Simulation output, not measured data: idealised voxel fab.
Herein follows the process module entitled voxel gate over fins.
Square cells of 5 nm make up the cross-section cut, whose width is 300 nm.
How to read a cross-section here: the picture is a grid of square cells, written as bands going from the top down, and any band can span one or more rows of cells.
Band: top height; bottom height; in nm. Then, left to right: material with width in nm, for each material. "full width": a single material spanning edge to edge. "blank": empty space.
Where do heights start? At 0: under that level the wafer as delivered is made of one material only. And the lowest band has no floor; it just carries on downward, as in "0..down".
You'd read "30 to 40" like this: the band's top row of cells is as wide as the first number, its bottom row is as wide as the second, and going down, every row changes width by the same amount as the row before did.
Reading "stayed the same" for a step: not a cell of the cross-section changed in it.
Closed-off voids of 8+ cells (no open route to the top) go in "Enclosed void catalog", written width x height at distance from the left edge, in nm.
Post-settings text on a step line: simulator's own remark regarding the step.
overlay nm: mask right of planned place by this much (step with mask). Neg. = left.

The process steps that were planned are listed below:
1,RECEIVE with material Si
2,CONFORMAL_DEP with material SiN, thk nm 5
3,MASKED_ETCH with tone cover, mask id FINS, width nm 15, pitch nm 40, etch materials SiN, depth nm 5, overlay nm 0
4,MASKED_ETCH with tone cover, mask id FINS, width nm 15, pitch nm 40, etch materials Si, depth nm 40, overlay nm 0
5,OXIDIZE with depth nm 5
6,FILL_DEP with material SiO2, thk nm 15
7,CMP with height nm 5
8,SELECTIVE_ETCH with etch materials SiO2, depth nm 20
9,STRIP with etch materials SiN
10,CONFORMAL_DEP with material HfO2, thk nm 5
11,CONFORMAL_DEP with material TiN, thk nm 5
12,FILL_DEP with material W, thk nm 15
13,CMP with height nm 20
14,CONFORMAL_DEP with material SiN, thk nm 5

As-received wafer cross-section (after step 1):
> 0..down  Si full width
> Enclosed void catalog: none

Cross-section, first of two wafers, end of module, run as planned:
> 25..20  SiN full width
> 20..10  W full width
> 10..5  95 W / 25 TiN / 15 W / 25 TiN / 15 W / 25 TiN / 100 W
> 5..0  95 W / 5 TiN / 15 HfO2 / 5 TiN / 15 W / 5 TiN / 15 HfO2 / 5 TiN / 15 W / 5 TiN / 15 HfO2 / 5 TiN / 100 W
> 0..-5  95 W / 5 TiN / 5 HfO2 / 5 Si / 5 HfO2 / 5 TiN / 15 W / 5 TiN / 5 HfO2 / 5 Si / 5 HfO2 / 5 TiN / 15 W / 5 TiN / 5 HfO2 / 5 Si / 5 HfO2 / 5 TiN / 100 W
> -5..-10  100 TiN / 5 HfO2 / 5 Si / 5 HfO2 / 25 TiN / 5 HfO2 / 5 Si / 5 HfO2 / 25 TiN / 5 HfO2 / 5 Si / 5 HfO2 / 105 TiN
> -10..-15  105 HfO2 / 5 Si / 35 HfO2 / 5 Si / 35 HfO2 / 5 Si / 110 HfO2
> -15..-45  105 SiO2 / 5 Si / 35 SiO2 / 5 Si / 35 SiO2 / 5 Si / 110 SiO2
> -45..down  Si full width
> Enclosed void catalog: none

This is the second of the two wafers, cross-sectioned at the end of the module; it started exactly like the first and was given the same plan, but it was run with one mistake:
> 25..20  SiN full width
> 20..10  W full width
> 10..5  95 W / 25 TiN / 15 W / 25 TiN / 15 W / 25 TiN / 100 W
> 5..0  95 W / 5 TiN / 15 HfO2 / 5 TiN / 15 W / 5 TiN / 15 HfO2 / 5 TiN / 15 W / 5 TiN / 15 HfO2 / 5 TiN / 100 W
> 0..-25  95 W / 5 TiN / 5 HfO2 / 5 Si / 5 HfO2 / 5 TiN / 15 W / 5 TiN / 5 HfO2 / 5 Si / 5 HfO2 / 5 TiN / 15 W / 5 TiN / 5 HfO2 / 5 Si / 5 HfO2 / 5 TiN / 100 W
> -25..-30  100 TiN / 5 HfO2 / 5 Si / 5 HfO2 / 25 TiN / 5 HfO2 / 5 Si / 5 HfO2 / 25 TiN / 5 HfO2 / 5 Si / 5 HfO2 / 105 TiN
> -30..-35  105 HfO2 / 5 Si / 35 HfO2 / 5 Si / 35 HfO2 / 5 Si / 110 HfO2
> -35..-45  105 SiO2 / 5 Si / 35 SiO2 / 5 Si / 35 SiO2 / 5 Si / 110 SiO2
> -45..down  Si full width
> Enclosed void catalog: none
Finding, execution versus plan: plan step 8 was conducted twice
at the end the second wafer has, in cells: +24 HfO2 | -228 SiO2 | +24 TiN | +180 W
